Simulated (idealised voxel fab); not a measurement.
process module | voxel gate over fins
cross-section cut | 165 nm wide | cells 5 nm
A cross-section is a grid of square cells, given in bands from the top down. A band is one or more rows of cells.
Each band's line starts with the height of the band's top and of its bottom, in nm. Then come its materials from left to right, each with its width in nm. One material with "throughout" fills the band from edge to edge. "air" is empty space.
Height 0 is the level under which the wafer as received is all one material. The lowest band goes on downwards, as in "0 down".
A width such as "30 to 40" changes by the same amount from each row of cells to the next, from the band's top row to its bottom row.
"no change" after a step means that no cell of the cross-section changed.
closed voids: empty space of 8 cells or more with no open way to the top, each as width x height at its distance from the left edge, in nm
after a step's settings: what the simulator itself notes on the step
overlay nm, on a step with a mask: how far to the right of its planned place the mask lay; to the left if negative
plan
1 op RECEIVE | material Si
2 op CONFORMAL_DEP | material SiN | thk nm 5
3 op MASKED_ETCH | tone cover | mask id FINS | width nm 15 | pitch nm 55 | etch materials SiN | depth nm 5 | overlay nm 0
4 op MASKED_ETCH | tone cover | mask id FINS | width nm 15 | pitch nm 55 | etch materials Si | depth nm 40 | overlay nm 0
5 op OXIDIZE | depth nm 5
6 op FILL_DEP | material SiO2 | thk nm 15
7 op CMP | height nm 5
8 op PATTERN | tone open | mask id RAIL | material resist | width nm 15 | thk nm 15 | overlay nm 0
9 op DIRECTIONAL_ETCH | etch materials SiO2 | depth nm 40
10 op STRIP | etch materials resist
11 op CONFORMAL_DEP | material TiN | thk nm 5
12 op FILL_DEP | material W | thk nm 5
13 op CMP | height nm 5
14 op SELECTIVE_ETCH | etch materials W Ru TiN | depth nm 25
15 op FILL_DEP | material SiO2 | thk nm 5
16 op CMP | height nm 5
17 op SELECTIVE_ETCH | etch materials SiO2 | depth nm 15
18 op STRIP | etch materials SiN
19 op CONFORMAL_DEP | material HfO2 | thk nm 5
20 op CONFORMAL_DEP | material TiN | thk nm 5
21 op CONFORMAL_DEP | material TiAl | thk nm 5
22 op CONFORMAL_DEP | material TiN | thk nm 5
23 op FILL_DEP | material W | thk nm 15
24 op CMP | height nm 30
25 op CONFORMAL_DEP | material SiN | thk nm 5
as received, after step 1
  0 down: Si throughout
  closed voids: none
first wafer at the end, as planned
  35 to 30: SiN throughout
  30 to 20: W throughout
  20 to 15: W 30 | TiN 45 | W 10 | TiN 45 | W 35
  15 to 10: W 30 | TiN 5 | TiAl 35 | TiN 5 | W 10 | TiN 5 | TiAl 35 | TiN 5 | W 35
  10 to 5: TiN 35 | TiAl 5 | TiN 25 | TiAl 5 | TiN 20 | TiAl 5 | TiN 25 | TiAl 5 | TiN 40
  5 to 0: TiAl 40 | TiN 5 | HfO2 15 | TiN 5 | TiAl 30 | TiN 5 | HfO2 15 | TiN 5 | TiAl 45
  0 to -5: TiN 45 | HfO2 5 | Si 5 | HfO2 5 | TiN 40 | HfO2 5 | Si 5 | HfO2 5 | TiN 50
  -5 to -10: HfO2 50 | Si 5 | HfO2 50 | Si 5 | HfO2 55
  -10 to -20: SiO2 50 | Si 5 | SiO2 50 | Si 5 | SiO2 55
  -20 to -30: SiO2 50 | Si 5 | SiO2 15 | TiN 5 | W 5 | TiN 5 | SiO2 20 | Si 5 | SiO2 55
  -30 to -35: SiO2 50 | Si 5 | SiO2 15 | TiN 15 | SiO2 20 | Si 5 | SiO2 55
  -35 to -45: SiO2 50 | Si 5 | SiO2 50 | Si 5 | SiO2 55
  -45 down: Si throughout
  closed voids: none
second wafer at the end: like start, like plan, one mistake
  35 to 30: SiN throughout
  30 to 20: W throughout
  20 to 15: W 25 | TiN 110 | W 30
  15 to 10: W 25 | TiN 5 | TiAl 45 | TiN 10 | TiAl 45 | TiN 5 | W 30
  10 to 5: TiN 30 | TiAl 5 | TiN 35 | TiAl 5 | TiN 10 | TiAl 5 | TiN 35 | TiAl 5 | TiN 35
  5 to 0: TiAl 35 | TiN 5 | HfO2 25 | TiN 5 | TiAl 20 | TiN 5 | HfO2 25 | TiN 5 | TiAl 40
  0 to -5: TiN 40 | HfO2 5 | Si 15 | HfO2 5 | TiN 30 | HfO2 5 | Si 15 | HfO2 5 | TiN 45
  -5 to -10: HfO2 45 | Si 15 | HfO2 40 | Si 15 | HfO2 50
  -10 to -20: SiO2 45 | Si 15 | SiO2 40 | Si 15 | SiO2 50
  -20 to -30: SiO2 45 | Si 15 | SiO2 10 | TiN 5 | W 5 | TiN 5 | SiO2 15 | Si 15 | SiO2 50
  -30 to -35: SiO2 45 | Si 15 | SiO2 10 | TiN 15 | SiO2 15 | Si 15 | SiO2 50
  -35 to -45: SiO2 45 | Si 15 | SiO2 40 | Si 15 | SiO2 50
  -45 down: Si throughout
  closed voids: none
what went wrong: step 3 ran as: op MASKED_ETCH | tone cover | mask id FINS | width nm 25 | pitch nm 55 | etch materials SiN | depth nm 5 | overlay nm 0
at the end the second wafer has, in cells: 36 more of Si | 28 fewer of SiO2 | 8 fewer of W
